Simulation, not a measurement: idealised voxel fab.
process module | voxel air gaps
cross-section cut | 285 nm wide | cells 5 nm
A cross-section is a grid of square cells, given in bands from the top down. A band is one or more rows of cells.
Each band's line starts with the height of the band's top and of its bottom, in nm. Then come its materials from left to right, each with its width in nm. One material with "throughout" fills the band from edge to edge. "air" is empty space.
Height 0 is the level under which the wafer as received is all one material. The lowest band goes on downwards, as in "0 down".
A width such as "30 to 40" changes by the same amount from each row of cells to the next, from the band's top row to its bottom row.
"no change" after a step means that no cell of the cross-section changed.
closed voids: empty space of 8 cells or more with no open way to the top, each as width x height at its distance from the left edge, in nm
after a step's settings: what the simulator itself notes on the step
overlay nm, on a step with a mask: how far to the right of its planned place the mask lay; to the left if negative
plan
1 op RECEIVE | material Si
2 op CONFORMAL_DEP | material SiO2 | thk nm 10
3 op CONFORMAL_DEP | material SiN | thk nm 5
4 op DIRECTIONAL_DEP | material lowk | thk nm 40
5 op PATTERN | tone open | mask id LINES | material resist | width nm 15 | pitch nm 45 | thk nm 15 | overlay nm 0
6 op DIRECTIONAL_ETCH | etch materials lowk | depth nm 40
7 op STRIP | etch materials resist
8 op CONFORMAL_DEP | material TiN | thk nm 5
9 op FILL_DEP | material W | thk nm 5
10 op CMP | height nm 55
11 op EPI | material Ru | thk nm 10
12 op SELECTIVE_ETCH | etch materials lowk | depth nm 50
13 op CONFORMAL_DEP | material SiN | thk nm 5
first wafer, as planned
as received, after step 1
  0 down: Si throughout
  closed voids: none
after step 2
  10 to 0: SiO2 throughout
  below 0: unchanged
after step 3
  15 to 10: SiN throughout
  below 10: unchanged
after step 4
  55 to 15: lowk throughout
  below 15: unchanged
after step 5
  70 to 55: resist 90 | air 15 | resist 30 | air 15 | resist 30 | air 15 | resist 90
  below 55: unchanged
after step 6
  70 to 55: resist 90 | air 15 | resist 30 | air 15 | resist 30 | air 15 | resist 90
  55 to 15: lowk 90 | air 15 | lowk 30 | air 15 | lowk 30 | air 15 | lowk 90
  below 15: unchanged
after step 7
  55 to 15: lowk 90 | air 15 | lowk 30 | air 15 | lowk 30 | air 15 | lowk 90
  below 15: unchanged
after step 8
  60 to 55: TiN 95 | air 5 | TiN 40 | air 5 | TiN 40 | air 5 | TiN 95
  55 to 20: lowk 90 | TiN 5 | air 5 | TiN 5 | lowk 30 | TiN 5 | air 5 | TiN 5 | lowk 30 | TiN 5 | air 5 | TiN 5 | lowk 90
  20 to 15: lowk 90 | TiN 15 | lowk 30 | TiN 15 | lowk 30 | TiN 15 | lowk 90
  below 15: unchanged
after step 9
  65 to 60: W throughout
  60 to 55: TiN 95 | W 5 | TiN 40 | W 5 | TiN 40 | W 5 | TiN 95
  55 to 20: lowk 90 | TiN 5 | W 5 | TiN 5 | lowk 30 | TiN 5 | W 5 | TiN 5 | lowk 30 | TiN 5 | W 5 | TiN 5 | lowk 90
  below 20: unchanged
after step 10
  55 to 20: lowk 90 | TiN 5 | W 5 | TiN 5 | lowk 30 | TiN 5 | W 5 | TiN 5 | lowk 30 | TiN 5 | W 5 | TiN 5 | lowk 90
  below 20: unchanged
after step 11
  65 to 55: air 80 | Ru 35 | air 10 | Ru 35 | air 10 | Ru 35 | air 80
  below 55: unchanged
after step 12
  65 to 55: air 80 | Ru 35 | air 10 | Ru 35 | air 10 | Ru 35 | air 80
  55 to 20: air 90 | TiN 5 | W 5 | TiN 5 | air 30 | TiN 5 | W 5 | TiN 5 | air 30 | TiN 5 | W 5 | TiN 5 | air 90
  20 to 15: air 90 | TiN 15 | air 30 | TiN 15 | air 30 | TiN 15 | air 90
  below 15: unchanged
after step 13
  70 to 65: air 75 | SiN 135 | air 75
  65 to 55: air 75 | SiN 5 | Ru 35 | SiN 10 | Ru 35 | SiN 10 | Ru 35 | SiN 5 | air 75
  55 to 50: air 75 | SiN 15 | TiN 5 | W 5 | TiN 5 | SiN 30 | TiN 5 | W 5 | TiN 5 | SiN 30 | TiN 5 | W 5 | TiN 5 | SiN 15 | air 75
  50 to 20: air 85 | SiN 5 | TiN 5 | W 5 | TiN 5 | SiN 5 | air 20 | SiN 5 | TiN 5 | W 5 | TiN 5 | SiN 5 | air 20 | SiN 5 | TiN 5 | W 5 | TiN 5 | SiN 5 | air 85
  20 to 15: SiN 90 | TiN 15 | SiN 30 | TiN 15 | SiN 30 | TiN 15 | SiN 90
  below 15: unchanged
  closed voids: 20 x 30 at 110; 20 x 30 at 155
second wafer: like start, like plan, one mistake. Through step 10 it matches the first wafer
when step 11 should have ended
  75 to 55: air 70 | Ru 145 | air 70
  below 55: unchanged
when step 12 should have ended
  75 to 55: air 70 | Ru 145 | air 70
  55 to 20: air 90 | TiN 5 | W 5 | TiN 5 | lowk 30 | TiN 5 | W 5 | TiN 5 | lowk 30 | TiN 5 | W 5 | TiN 5 | air 90
  20 to 15: air 90 | TiN 15 | lowk 30 | TiN 15 | lowk 30 | TiN 15 | air 90
  below 15: unchanged
when step 13 should have ended
  80 to 75: air 65 | SiN 155 | air 65
  75 to 55: air 65 | SiN 5 | Ru 145 | SiN 5 | air 65
  55 to 50: air 65 | SiN 25 | TiN 5 | W 5 | TiN 5 | lowk 30 | TiN 5 | W 5 | TiN 5 | lowk 30 | TiN 5 | W 5 | TiN 5 | SiN 25 | air 65
  50 to 20: air 85 | SiN 5 | TiN 5 | W 5 | TiN 5 | lowk 30 | TiN 5 | W 5 | TiN 5 | lowk 30 | TiN 5 | W 5 | TiN 5 | SiN 5 | air 85
  20 to 15: SiN 90 | TiN 15 | lowk 30 | TiN 15 | lowk 30 | TiN 15 | SiN 90
  below 15: unchanged
what went wrong: step 11 was run twice
at the end the second wafer has, in cells: 74 more of Ru | 44 fewer of SiN | 96 more of lowk
closed voids at the end (first wafer, second wafer): 2, 0
